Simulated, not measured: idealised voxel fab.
process module | voxel transistor to metal
cross-section cut | 195 nm wide | cells 5 nm
A cross-section is a grid of square cells, given in bands from the top down. A band is one or more rows of cells.
Each band's line starts with the height of the band's top and of its bottom, in nm. Then come its materials from left to right, each with its width in nm. One material with "throughout" fills the band from edge to edge. "air" is empty space.
Height 0 is the level under which the wafer as received is all one material. The lowest band goes on downwards, as in "0 down".
A width such as "30 to 40" changes by the same amount from each row of cells to the next, from the band's top row to its bottom row.
"no change" after a step means that no cell of the cross-section changed.
closed voids: empty space of 8 cells or more with no open way to the top, each as width x height at its distance from the left edge, in nm
after a step's settings: what the simulator itself notes on the step
overlay nm, on a step with a mask: how far to the right of its planned place the mask lay; to the left if negative
plan
1 op RECEIVE | material Si
2 op OXIDIZE | depth nm 5
3 op CONFORMAL_DEP | material SiN | thk nm 15
4 op MASKED_ETCH | tone cover | mask id ACTIVE | width nm 105 | etch materials SiN | depth nm 15 | overlay nm 0
5 op MASKED_ETCH | tone cover | mask id ACTIVE | width nm 105 | etch materials SiO2 | depth nm 5 | overlay nm 0
6 op MASKED_ETCH | tone cover | mask id ACTIVE | width nm 105 | etch materials Si | depth nm 25 | overlay nm 0
7 op FILL_DEP | material SiO2 | thk nm 15
8 op CMP | height nm 15
9 op SELECTIVE_ETCH | etch materials SiO2 | depth nm 5
10 op STRIP | etch materials SiN
11 op SELECTIVE_ETCH | etch materials SiO2 | depth nm 5
12 op OXIDIZE | depth nm 5
13 op DIRECTIONAL_DEP | material polySi | thk nm 25
14 op DIRECTIONAL_DEP | material SiCN | thk nm 10
15 op MASKED_ETCH | tone cover | mask id GATE | width nm 15 | etch materials SiCN | depth nm 20 | overlay nm 0
16 op MASKED_ETCH | tone cover | mask id GATE | width nm 15 | etch materials polySi | depth nm 35 | overlay nm 0
17 op CONFORMAL_DEP | material SiO2 | thk nm 5
18 op DIRECTIONAL_ETCH | etch materials SiO2 | depth nm 5
19 op CONFORMAL_DEP | material SiN | thk nm 5
20 op DIRECTIONAL_ETCH | etch materials SiN | depth nm 5
21 op DIRECTIONAL_ETCH | etch materials SiO2 | depth nm 5
22 op DIRECTIONAL_ETCH | etch materials Si | depth nm 5
23 op EPI | material SiGe | thk nm 10
24 op FILL_DEP | material SiO2 | thk nm 5
25 op CMP | height nm 30
26 op DIRECTIONAL_DEP | material SiO2 | thk nm 10
27 op DIRECTIONAL_DEP | material aC | thk nm 15
28 op PATTERN | tone open | mask id CONTACT | material resist | width nm 35 | pitch nm 60 | thk nm 35 | overlay nm 0
29 op DIRECTIONAL_ETCH | etch materials aC | depth nm 15
30 op STRIP | etch materials resist
31 op DIRECTIONAL_ETCH | etch materials SiO2 | depth nm 45
32 op STRIP | etch materials aC
33 op CONFORMAL_DEP | material TiN | thk nm 5
34 op FILL_DEP | material Ru | thk nm 10
35 op CMP | height nm 40
36 op CONFORMAL_DEP | material SiN | thk nm 5
37 op DIRECTIONAL_DEP | material lowk | thk nm 25
38 op MASKED_ETCH | tone open | mask id METAL_1 | width nm 20 | pitch nm 75 | etch materials lowk | depth nm 25 | overlay nm 0
39 op MASKED_ETCH | tone open | mask id METAL_1 | width nm 20 | pitch nm 75 | etch materials SiN | depth nm 5 | overlay nm 0
40 op CONFORMAL_DEP | material TiN | thk nm 5
41 op FILL_DEP | material W | thk nm 10
42 op CMP | height nm 70
43 op CONFORMAL_DEP | material SiCN | thk nm 5
first wafer, as planned
as received, after step 1
  0 down: Si throughout
  closed voids: none
after step 2
  0 to -5: SiO2 throughout
  below -5: unchanged
after step 3
  15 to 0: SiN throughout
  below 0: unchanged
after step 4
  15 to 0: air 45 | SiN 105 | air 45
  below 0: unchanged
after step 5
  15 to 0: air 45 | SiN 105 | air 45
  0 to -5: air 45 | SiO2 105 | air 45
  below -5: unchanged
after step 6
  15 to 0: air 45 | SiN 105 | air 45
  0 to -5: air 45 | SiO2 105 | air 45
  -5 to -30: air 45 | Si 105 | air 45
  below -30: unchanged
after step 7
  30 to 15: SiO2 throughout
  15 to 0: SiO2 45 | SiN 105 | SiO2 45
  0 to -5: SiO2 throughout
  -5 to -30: SiO2 45 | Si 105 | SiO2 45
  below -30: unchanged
after step 8
  15 to 0: SiO2 45 | SiN 105 | SiO2 45
  below 0: unchanged
after step 9
  15 to 10: air 45 | SiN 105 | air 45
  below 10: unchanged
after step 10
  10 to 0: SiO2 45 | air 105 | SiO2 45
  below 0: unchanged
after step 11
  5 to -5: SiO2 40 | air 115 | SiO2 40
  below -5: unchanged
after step 12
  5 to -5: SiO2 40 | air 115 | SiO2 40
  -5 to -10: SiO2 throughout
  below -10: unchanged
after step 13
  30 to 20: polySi 40 | air 115 | polySi 40
  20 to 5: polySi throughout
  5 to -5: SiO2 40 | polySi 115 | SiO2 40
  below -5: unchanged
after step 14
  40 to 30: SiCN 40 | air 115 | SiCN 40
  30 to 20: polySi 40 | SiCN 115 | polySi 40
  below 20: unchanged
after step 15
  30 to 20: polySi 40 | air 50 | SiCN 15 | air 50 | polySi 40
  below 20: unchanged
after step 16
  30 to 20: air 90 | SiCN 15 | air 90
  20 to 5: air 90 | polySi 15 | air 90
  5 to -5: SiO2 40 | air 50 | polySi 15 | air 50 | SiO2 40
  below -5: unchanged
after step 17
  35 to 30: air 85 | SiO2 25 | air 85
  30 to 20: air 85 | SiO2 5 | SiCN 15 | SiO2 5 | air 85
  20 to 10: air 85 | SiO2 5 | polySi 15 | SiO2 5 | air 85
  10 to 0: SiO2 45 | air 40 | SiO2 5 | polySi 15 | SiO2 5 | air 40 | SiO2 45
  0 to -5: SiO2 90 | polySi 15 | SiO2 90
  below -5: unchanged
after step 18
  30 to 20: air 85 | SiO2 5 | SiCN 15 | SiO2 5 | air 85
  20 to 5: air 85 | SiO2 5 | polySi 15 | SiO2 5 | air 85
  5 to -5: SiO2 45 | air 40 | SiO2 5 | polySi 15 | SiO2 5 | air 40 | SiO2 45
  below -5: unchanged
after step 19
  35 to 30: air 80 | SiN 35 | air 80
  30 to 20: air 80 | SiN 5 | SiO2 5 | SiCN 15 | SiO2 5 | SiN 5 | air 80
  20 to 10: air 80 | SiN 5 | SiO2 5 | polySi 15 | SiO2 5 | SiN 5 | air 80
  10 to 5: SiN 50 | air 30 | SiN 5 | SiO2 5 | polySi 15 | SiO2 5 | SiN 5 | air 30 | SiN 50
  5 to 0: SiO2 45 | SiN 5 | air 30 | SiN 5 | SiO2 5 | polySi 15 | SiO2 5 | SiN 5 | air 30 | SiN 5 | SiO2 45
  0 to -5: SiO2 45 | SiN 40 | SiO2 5 | polySi 15 | SiO2 5 | SiN 40 | SiO2 45
  below -5: unchanged
after step 20
  30 to 20: air 80 | SiN 5 | SiO2 5 | SiCN 15 | SiO2 5 | SiN 5 | air 80
  20 to 5: air 80 | SiN 5 | SiO2 5 | polySi 15 | SiO2 5 | SiN 5 | air 80
  5 to -5: SiO2 45 | SiN 5 | air 30 | SiN 5 | SiO2 5 | polySi 15 | SiO2 5 | SiN 5 | air 30 | SiN 5 | SiO2 45
  below -5: unchanged
after step 21
  30 to 25: air 80 | SiN 5 | air 5 | SiCN 15 | air 5 | SiN 5 | air 80
  25 to 20: air 80 | SiN 5 | SiO2 5 | SiCN 15 | SiO2 5 | SiN 5 | air 80
  20 to 5: air 80 | SiN 5 | SiO2 5 | polySi 15 | SiO2 5 | SiN 5 | air 80
  5 to 0: air 45 | SiN 5 | air 30 | SiN 5 | SiO2 5 | polySi 15 | SiO2 5 | SiN 5 | air 30 | SiN 5 | air 45
  0 to -5: SiO2 45 | SiN 5 | air 30 | SiN 5 | SiO2 5 | polySi 15 | SiO2 5 | SiN 5 | air 30 | SiN 5 | SiO2 45
  -5 to -10: SiO2 50 | air 30 | SiO2 35 | air 30 | SiO2 50
  below -10: unchanged
after step 22
  30 to 25: air 80 | SiN 5 | air 5 | SiCN 15 | air 5 | SiN 5 | air 80
  25 to 20: air 80 | SiN 5 | SiO2 5 | SiCN 15 | SiO2 5 | SiN 5 | air 80
  20 to 5: air 80 | SiN 5 | SiO2 5 | polySi 15 | SiO2 5 | SiN 5 | air 80
  5 to 0: air 45 | SiN 5 | air 30 | SiN 5 | SiO2 5 | polySi 15 | SiO2 5 | SiN 5 | air 30 | SiN 5 | air 45
  0 to -5: SiO2 45 | SiN 5 | air 30 | SiN 5 | SiO2 5 | polySi 15 | SiO2 5 | SiN 5 | air 30 | SiN 5 | SiO2 45
  -5 to -10: SiO2 50 | air 30 | SiO2 35 | air 30 | SiO2 50
  -10 to -15: SiO2 45 | Si 5 | air 30 | Si 35 | air 30 | Si 5 | SiO2 45
  below -15: unchanged
after step 23
  30 to 25: air 80 | SiN 5 | air 5 | SiCN 15 | air 5 | SiN 5 | air 80
  25 to 20: air 80 | SiN 5 | SiO2 5 | SiCN 15 | SiO2 5 | SiN 5 | air 80
  20 to 5: air 80 | SiN 5 | SiO2 5 | polySi 15 | SiO2 5 | SiN 5 | air 80
  5 to 0: air 45 | SiN 5 | air 30 | SiN 5 | SiO2 5 | polySi 15 | SiO2 5 | SiN 5 | air 30 | SiN 5 | air 45
  0 to -5: SiO2 45 | SiN 5 | SiGe 10 | air 10 | SiGe 10 | SiN 5 | SiO2 5 | polySi 15 | SiO2 5 | SiN 5 | SiGe 10 | air 10 | SiGe 10 | SiN 5 | SiO2 45
  -5 to -10: SiO2 50 | SiGe 30 | SiO2 35 | SiGe 30 | SiO2 50
  -10 to -15: SiO2 45 | Si 5 | SiGe 30 | Si 35 | SiGe 30 | Si 5 | SiO2 45
  below -15: unchanged
after step 24
  35 to 30: SiO2 throughout
  30 to 20: SiO2 80 | SiN 5 | SiO2 5 | SiCN 15 | SiO2 5 | SiN 5 | SiO2 80
  20 to 5: SiO2 80 | SiN 5 | SiO2 5 | polySi 15 | SiO2 5 | SiN 5 | SiO2 80
  5 to 0: SiO2 45 | SiN 5 | SiO2 30 | SiN 5 | SiO2 5 | polySi 15 | SiO2 5 | SiN 5 | SiO2 30 | SiN 5 | SiO2 45
  0 to -5: SiO2 45 | SiN 5 | SiGe 10 | SiO2 10 | SiGe 10 | SiN 5 | SiO2 5 | polySi 15 | SiO2 5 | SiN 5 | SiGe 10 | SiO2 10 | SiGe 10 | SiN 5 | SiO2 45
  below -5: unchanged
after step 25
  30 to 20: SiO2 80 | SiN 5 | SiO2 5 | SiCN 15 | SiO2 5 | SiN 5 | SiO2 80
  below 20: unchanged
after step 26
  40 to 30: SiO2 throughout
  below 30: unchanged
after step 27
  55 to 40: aC throughout
  below 40: unchanged
after step 28
  90 to 55: resist 50 | air 35 | resist 25 | air 35 | resist 50
  below 55: unchanged
after step 29
  75 to 55: resist 50 | air 35 | resist 25 | air 35 | resist 50
  55 to 40: aC 50 | air 35 | aC 25 | air 35 | aC 50
  below 40: unchanged
after step 30
  55 to 40: aC 50 | air 35 | aC 25 | air 35 | aC 50
  below 40: unchanged
after step 31
  55 to 40: aC 50 | air 35 | aC 25 | air 35 | aC 50
  40 to 30: SiO2 50 | air 35 | SiO2 25 | air 35 | SiO2 50
  30 to 20: SiO2 50 | air 30 | SiN 5 | SiO2 5 | SiCN 15 | SiO2 5 | SiN 5 | air 30 | SiO2 50
  20 to 5: SiO2 50 | air 30 | SiN 5 | SiO2 5 | polySi 15 | SiO2 5 | SiN 5 | air 30 | SiO2 50
  5 to 0: SiO2 45 | SiN 5 | air 30 | SiN 5 | SiO2 5 | polySi 15 | SiO2 5 | SiN 5 | air 30 | SiN 5 | SiO2 45
  0 to -5: SiO2 45 | SiN 5 | SiGe 10 | air 10 | SiGe 10 | SiN 5 | SiO2 5 | polySi 15 | SiO2 5 | SiN 5 | SiGe 10 | air 10 | SiGe 10 | SiN 5 | SiO2 45
  below -5: unchanged
after step 32
  40 to 30: SiO2 50 | air 35 | SiO2 25 | air 35 | SiO2 50
  below 30: unchanged
after step 33
  45 to 40: TiN 55 | air 25 | TiN 35 | air 25 | TiN 55
  40 to 30: SiO2 50 | TiN 5 | air 25 to 20 | TiN 5 to 10 | SiO2 25 | TiN 5 to 10 | air 25 to 20 | TiN 5 | SiO2 50
  30 to 20: SiO2 50 | TiN 5 | air 20 | TiN 5 | SiN 5 | SiO2 5 | SiCN 15 | SiO2 5 | SiN 5 | TiN 5 | air 20 | TiN 5 | SiO2 50
  20 to 5: SiO2 50 | TiN 5 | air 20 | TiN 5 | SiN 5 | SiO2 5 | polySi 15 | SiO2 5 | SiN 5 | TiN 5 | air 20 | TiN 5 | SiO2 50
  5 to 0: SiO2 45 | SiN 5 | TiN 30 | SiN 5 | SiO2 5 | polySi 15 | SiO2 5 | SiN 5 | TiN 30 | SiN 5 | SiO2 45
  0 to -5: SiO2 45 | SiN 5 | SiGe 10 | TiN 10 | SiGe 10 | SiN 5 | SiO2 5 | polySi 15 | SiO2 5 | SiN 5 | SiGe 10 | TiN 10 | SiGe 10 | SiN 5 | SiO2 45
  below -5: unchanged
after step 34
  55 to 45: Ru throughout
  45 to 40: TiN 55 | Ru 25 | TiN 35 | Ru 25 | TiN 55
  40 to 30: SiO2 50 | TiN 5 | Ru 25 to 20 | TiN 5 to 10 | SiO2 25 | TiN 5 to 10 | Ru 25 to 20 | TiN 5 | SiO2 50
  30 to 20: SiO2 50 | TiN 5 | Ru 20 | TiN 5 | SiN 5 | SiO2 5 | SiCN 15 | SiO2 5 | SiN 5 | TiN 5 | Ru 20 | TiN 5 | SiO2 50
  20 to 5: SiO2 50 | TiN 5 | Ru 20 | TiN 5 | SiN 5 | SiO2 5 | polySi 15 | SiO2 5 | SiN 5 | TiN 5 | Ru 20 | TiN 5 | SiO2 50
  below 5: unchanged
after step 35
  40 to 30: SiO2 50 | TiN 5 | Ru 25 to 20 | TiN 5 to 10 | SiO2 25 | TiN 5 to 10 | Ru 25 to 20 | TiN 5 | SiO2 50
  below 30: unchanged
after step 36
  45 to 40: SiN throughout
  below 40: unchanged
after step 37
  70 to 45: lowk throughout
  below 45: unchanged
after step 38
  70 to 45: lowk 50 | air 20 | lowk 55 | air 20 | lowk 50
  below 45: unchanged
after step 39
  70 to 45: lowk 50 | air 20 | lowk 55 | air 20 | lowk 50
  45 to 40: SiN 50 | air 20 | SiN 55 | air 20 | SiN 50
  below 40: unchanged
after step 40
  75 to 70: TiN 55 | air 10 | TiN 65 | air 10 | TiN 55
  70 to 45: lowk 50 | TiN 5 | air 10 | TiN 5 | lowk 55 | TiN 5 | air 10 | TiN 5 | lowk 50
  45 to 40: SiN 50 | TiN 20 | SiN 55 | TiN 20 | SiN 50
  below 40: unchanged
after step 41
  85 to 75: W throughout
  75 to 70: TiN 55 | W 10 | TiN 65 | W 10 | TiN 55
  70 to 45: lowk 50 | TiN 5 | W 10 | TiN 5 | lowk 55 | TiN 5 | W 10 | TiN 5 | lowk 50
  below 45: unchanged
after step 42
  70 to 45: lowk 50 | TiN 5 | W 10 | TiN 5 | lowk 55 | TiN 5 | W 10 | TiN 5 | lowk 50
  below 45: unchanged
after step 43
  75 to 70: SiCN throughout
  below 70: unchanged
second wafer: like start, like plan, one mistake. Through step 3 it matches the first wafer
when step 4 should have ended
  15 to 0: air 35 | SiN 105 | air 55
  below 0: unchanged
when step 5 should have ended
  15 to 0: air 35 | SiN 105 | air 55
  0 to -5: air 35 | SiO2 115 | air 45
  below -5: unchanged
when step 6 should have ended
  15 to 0: air 35 | SiN 105 | air 55
  0 to -5: air 35 | SiO2 115 | air 45
  -5 to -30: air 35 | Si 115 | air 45
  below -30: unchanged
when step 7 should have ended
  30 to 15: SiO2 throughout
  15 to 0: SiO2 35 | SiN 105 | SiO2 55
  0 to -5: SiO2 throughout
  -5 to -30: SiO2 35 | Si 115 | SiO2 45
  below -30: unchanged
when step 8 should have ended
  15 to 0: SiO2 35 | SiN 105 | SiO2 55
  below 0: unchanged
when step 9 should have ended
  15 to 10: air 35 | SiN 105 | air 55
  below 10: unchanged
when step 10 should have ended
  10 to 0: SiO2 35 | air 105 | SiO2 55
  below 0: unchanged
when step 11 should have ended
  5 to -5: SiO2 30 | air 115 | SiO2 50
  below -5: unchanged
when step 12 should have ended
  5 to -5: SiO2 30 | air 115 | SiO2 50
  -5 to -10: SiO2 throughout
  below -10: unchanged
when step 13 should have ended
  30 to 20: polySi 30 | air 115 | polySi 50
  20 to 5: polySi throughout
  5 to -5: SiO2 30 | polySi 115 | SiO2 50
  below -5: unchanged
when step 14 should have ended
  40 to 30: SiCN 30 | air 115 | SiCN 50
  30 to 20: polySi 30 | SiCN 115 | polySi 50
  below 20: unchanged
when step 15 should have ended
  30 to 20: polySi 30 | air 60 | SiCN 15 | air 40 | polySi 50
  below 20: unchanged
when step 16 should have ended
  30 to 20: air 90 | SiCN 15 | air 90
  20 to 5: air 90 | polySi 15 | air 90
  5 to -5: SiO2 30 | air 60 | polySi 15 | air 40 | SiO2 50
  below -5: unchanged
when step 17 should have ended
  35 to 30: air 85 | SiO2 25 | air 85
  30 to 20: air 85 | SiO2 5 | SiCN 15 | SiO2 5 | air 85
  20 to 10: air 85 | SiO2 5 | polySi 15 | SiO2 5 | air 85
  10 to 0: SiO2 35 | air 50 | SiO2 5 | polySi 15 | SiO2 5 | air 30 | SiO2 55
  0 to -5: SiO2 90 | polySi 15 | SiO2 90
  below -5: unchanged
when step 18 should have ended
  30 to 20: air 85 | SiO2 5 | SiCN 15 | SiO2 5 | air 85
  20 to 5: air 85 | SiO2 5 | polySi 15 | SiO2 5 | air 85
  5 to -5: SiO2 35 | air 50 | SiO2 5 | polySi 15 | SiO2 5 | air 30 | SiO2 55
  below -5: unchanged
when step 19 should have ended
  35 to 30: air 80 | SiN 35 | air 80
  30 to 20: air 80 | SiN 5 | SiO2 5 | SiCN 15 | SiO2 5 | SiN 5 | air 80
  20 to 10: air 80 | SiN 5 | SiO2 5 | polySi 15 | SiO2 5 | SiN 5 | air 80
  10 to 5: SiN 40 | air 40 | SiN 5 | SiO2 5 | polySi 15 | SiO2 5 | SiN 5 | air 20 | SiN 60
  5 to 0: SiO2 35 | SiN 5 | air 40 | SiN 5 | SiO2 5 | polySi 15 | SiO2 5 | SiN 5 | air 20 | SiN 5 | SiO2 55
  0 to -5: SiO2 35 | SiN 50 | SiO2 5 | polySi 15 | SiO2 5 | SiN 30 | SiO2 55
  below -5: unchanged
when step 20 should have ended
  30 to 20: air 80 | SiN 5 | SiO2 5 | SiCN 15 | SiO2 5 | SiN 5 | air 80
  20 to 5: air 80 | SiN 5 | SiO2 5 | polySi 15 | SiO2 5 | SiN 5 | air 80
  5 to -5: SiO2 35 | SiN 5 | air 40 | SiN 5 | SiO2 5 | polySi 15 | SiO2 5 | SiN 5 | air 20 | SiN 5 | SiO2 55
  below -5: unchanged
when step 21 should have ended
  30 to 25: air 80 | SiN 5 | air 5 | SiCN 15 | air 5 | SiN 5 | air 80
  25 to 20: air 80 | SiN 5 | SiO2 5 | SiCN 15 | SiO2 5 | SiN 5 | air 80
  20 to 5: air 80 | SiN 5 | SiO2 5 | polySi 15 | SiO2 5 | SiN 5 | air 80
  5 to 0: air 35 | SiN 5 | air 40 | SiN 5 | SiO2 5 | polySi 15 | SiO2 5 | SiN 5 | air 20 | SiN 5 | air 55
  0 to -5: SiO2 35 | SiN 5 | air 40 | SiN 5 | SiO2 5 | polySi 15 | SiO2 5 | SiN 5 | air 20 | SiN 5 | SiO2 55
  -5 to -10: SiO2 40 | air 40 | SiO2 35 | air 20 | SiO2 60
  below -10: unchanged
when step 22 should have ended
  30 to 25: air 80 | SiN 5 | air 5 | SiCN 15 | air 5 | SiN 5 | air 80
  25 to 20: air 80 | SiN 5 | SiO2 5 | SiCN 15 | SiO2 5 | SiN 5 | air 80
  20 to 5: air 80 | SiN 5 | SiO2 5 | polySi 15 | SiO2 5 | SiN 5 | air 80
  5 to 0: air 35 | SiN 5 | air 40 | SiN 5 | SiO2 5 | polySi 15 | SiO2 5 | SiN 5 | air 20 | SiN 5 | air 55
  0 to -5: SiO2 35 | SiN 5 | air 40 | SiN 5 | SiO2 5 | polySi 15 | SiO2 5 | SiN 5 | air 20 | SiN 5 | SiO2 55
  -5 to -10: SiO2 40 | air 40 | SiO2 35 | air 20 | SiO2 60
  -10 to -15: SiO2 35 | Si 5 | air 40 | Si 35 | air 20 | Si 15 | SiO2 45
  below -15: unchanged
when step 23 should have ended
  30 to 25: air 80 | SiN 5 | air 5 | SiCN 15 | air 5 | SiN 5 | air 80
  25 to 20: air 80 | SiN 5 | SiO2 5 | SiCN 15 | SiO2 5 | SiN 5 | air 80
  20 to 5: air 80 | SiN 5 | SiO2 5 | polySi 15 | SiO2 5 | SiN 5 | air 80
  5 to 0: air 35 | SiN 5 | air 40 | SiN 5 | SiO2 5 | polySi 15 | SiO2 5 | SiN 5 | air 20 | SiN 5 | air 55
  0 to -5: SiO2 35 | SiN 5 | SiGe 10 | air 20 | SiGe 10 | SiN 5 | SiO2 5 | polySi 15 | SiO2 5 | SiN 5 | SiGe 20 | SiN 5 | SiO2 55
  -5 to -10: SiO2 40 | SiGe 40 | SiO2 35 | SiGe 20 | SiO2 60
  -10 to -15: SiO2 35 | Si 5 | SiGe 40 | Si 35 | SiGe 20 | Si 15 | SiO2 45
  below -15: unchanged
when step 24 should have ended
  35 to 30: SiO2 throughout
  30 to 20: SiO2 80 | SiN 5 | SiO2 5 | SiCN 15 | SiO2 5 | SiN 5 | SiO2 80
  20 to 5: SiO2 80 | SiN 5 | SiO2 5 | polySi 15 | SiO2 5 | SiN 5 | SiO2 80
  5 to 0: SiO2 35 | SiN 5 | SiO2 40 | SiN 5 | SiO2 5 | polySi 15 | SiO2 5 | SiN 5 | SiO2 20 | SiN 5 | SiO2 55
  0 to -5: SiO2 35 | SiN 5 | SiGe 10 | SiO2 20 | SiGe 10 | SiN 5 | SiO2 5 | polySi 15 | SiO2 5 | SiN 5 | SiGe 20 | SiN 5 | SiO2 55
  below -5: unchanged
when step 25 should have ended
  30 to 20: SiO2 80 | SiN 5 | SiO2 5 | SiCN 15 | SiO2 5 | SiN 5 | SiO2 80
  below 20: unchanged
when step 26 should have ended
  40 to 30: SiO2 throughout
  below 30: unchanged
when step 27 should have ended
  55 to 40: aC throughout
  below 40: unchanged
when step 28 should have ended
  90 to 55: resist 50 | air 35 | resist 25 | air 35 | resist 50
  below 55: unchanged
when step 29 should have ended
  75 to 55: resist 50 | air 35 | resist 25 | air 35 | resist 50
  55 to 40: aC 50 | air 35 | aC 25 | air 35 | aC 50
  below 40: unchanged
when step 30 should have ended
  55 to 40: aC 50 | air 35 | aC 25 | air 35 | aC 50
  below 40: unchanged
when step 31 should have ended
  55 to 40: aC 50 | air 35 | aC 25 | air 35 | aC 50
  40 to 30: SiO2 50 | air 35 | SiO2 25 | air 35 | SiO2 50
  30 to 20: SiO2 50 | air 30 | SiN 5 | SiO2 5 | SiCN 15 | SiO2 5 | SiN 5 | air 30 | SiO2 50
  20 to 5: SiO2 50 | air 30 | SiN 5 | SiO2 5 | polySi 15 | SiO2 5 | SiN 5 | air 30 | SiO2 50
  5 to 0: SiO2 35 | SiN 5 | SiO2 10 | air 30 | SiN 5 | SiO2 5 | polySi 15 | SiO2 5 | SiN 5 | air 20 | SiN 5 | air 5 | SiO2 50
  0 to -5: SiO2 35 | SiN 5 | SiGe 10 | air 20 | SiGe 10 | SiN 5 | SiO2 5 | polySi 15 | SiO2 5 | SiN 5 | SiGe 20 | SiN 5 | air 5 | SiO2 50
  below -5: unchanged
when step 32 should have ended
  40 to 30: SiO2 50 | air 35 | SiO2 25 | air 35 | SiO2 50
  below 30: unchanged
when step 33 should have ended
  45 to 40: TiN 55 | air 25 | TiN 35 | air 25 | TiN 55
  40 to 30: SiO2 50 | TiN 5 | air 25 to 20 | TiN 5 to 10 | SiO2 25 | TiN 5 to 10 | air 25 to 20 | TiN 5 | SiO2 50
  30 to 20: SiO2 50 | TiN 5 | air 20 | TiN 5 | SiN 5 | SiO2 5 | SiCN 15 | SiO2 5 | SiN 5 | TiN 5 | air 20 | TiN 5 | SiO2 50
  20 to 10: SiO2 50 | TiN 5 | air 20 | TiN 5 | SiN 5 | SiO2 5 | polySi 15 | SiO2 5 | SiN 5 | TiN 5 | air 20 | TiN 5 | SiO2 50
  10 to 5: SiO2 50 | TiN 5 | air 20 | TiN 5 | SiN 5 | SiO2 5 | polySi 15 | SiO2 5 | SiN 5 | TiN 5 | air 10 | TiN 15 | SiO2 50
  5 to 0: SiO2 35 | SiN 5 | SiO2 10 | TiN 5 | air 10 | TiN 15 | SiN 5 | SiO2 5 | polySi 15 | SiO2 5 | SiN 5 | TiN 20 | SiN 5 | TiN 5 | SiO2 50
  0 to -5: SiO2 35 | SiN 5 | SiGe 10 | TiN 20 | SiGe 10 | SiN 5 | SiO2 5 | polySi 15 | SiO2 5 | SiN 5 | SiGe 20 | SiN 5 | TiN 5 | SiO2 50
  below -5: unchanged
when step 34 should have ended
  55 to 45: Ru throughout
  45 to 40: TiN 55 | Ru 25 | TiN 35 | Ru 25 | TiN 55
  40 to 30: SiO2 50 | TiN 5 | Ru 25 to 20 | TiN 5 to 10 | SiO2 25 | TiN 5 to 10 | Ru 25 to 20 | TiN 5 | SiO2 50
  30 to 20: SiO2 50 | TiN 5 | Ru 20 | TiN 5 | SiN 5 | SiO2 5 | SiCN 15 | SiO2 5 | SiN 5 | TiN 5 | Ru 20 | TiN 5 | SiO2 50
  20 to 10: SiO2 50 | TiN 5 | Ru 20 | TiN 5 | SiN 5 | SiO2 5 | polySi 15 | SiO2 5 | SiN 5 | TiN 5 | Ru 20 | TiN 5 | SiO2 50
  10 to 5: SiO2 50 | TiN 5 | Ru 20 | TiN 5 | SiN 5 | SiO2 5 | polySi 15 | SiO2 5 | SiN 5 | TiN 5 | Ru 10 | TiN 15 | SiO2 50
  5 to 0: SiO2 35 | SiN 5 | SiO2 10 | TiN 5 | Ru 10 | TiN 15 | SiN 5 | SiO2 5 | polySi 15 | SiO2 5 | SiN 5 | TiN 20 | SiN 5 | TiN 5 | SiO2 50
  below 0: unchanged
when step 35 should have ended
  40 to 30: SiO2 50 | TiN 5 | Ru 25 to 20 | TiN 5 to 10 | SiO2 25 | TiN 5 to 10 | Ru 25 to 20 | TiN 5 | SiO2 50
  below 30: unchanged
when step 36 should have ended
  45 to 40: SiN throughout
  below 40: unchanged
when step 37 should have ended
  70 to 45: lowk throughout
  below 45: unchanged
when step 38 should have ended
  70 to 45: lowk 50 | air 20 | lowk 55 | air 20 | lowk 50
  below 45: unchanged
when step 39 should have ended
  70 to 45: lowk 50 | air 20 | lowk 55 | air 20 | lowk 50
  45 to 40: SiN 50 | air 20 | SiN 55 | air 20 | SiN 50
  below 40: unchanged
when step 40 should have ended
  75 to 70: TiN 55 | air 10 | TiN 65 | air 10 | TiN 55
  70 to 45: lowk 50 | TiN 5 | air 10 | TiN 5 | lowk 55 | TiN 5 | air 10 | TiN 5 | lowk 50
  45 to 40: SiN 50 | TiN 20 | SiN 55 | TiN 20 | SiN 50
  below 40: unchanged
when step 41 should have ended
  85 to 75: W throughout
  75 to 70: TiN 55 | W 10 | TiN 65 | W 10 | TiN 55
  70 to 45: lowk 50 | TiN 5 | W 10 | TiN 5 | lowk 55 | TiN 5 | W 10 | TiN 5 | lowk 50
  below 45: unchanged
when step 42 should have ended
  70 to 45: lowk 50 | TiN 5 | W 10 | TiN 5 | lowk 55 | TiN 5 | W 10 | TiN 5 | lowk 50
  below 45: unchanged
when step 43 should have ended
  75 to 70: SiCN throughout
  below 70: unchanged
what went wrong: step 4 ran as: op MASKED_ETCH | tone cover | mask id ACTIVE | width nm 105 | etch materials SiN | depth nm 15 | overlay nm -10
at the end the second wafer has, in cells: 8 more of Si | 8 fewer of SiO2
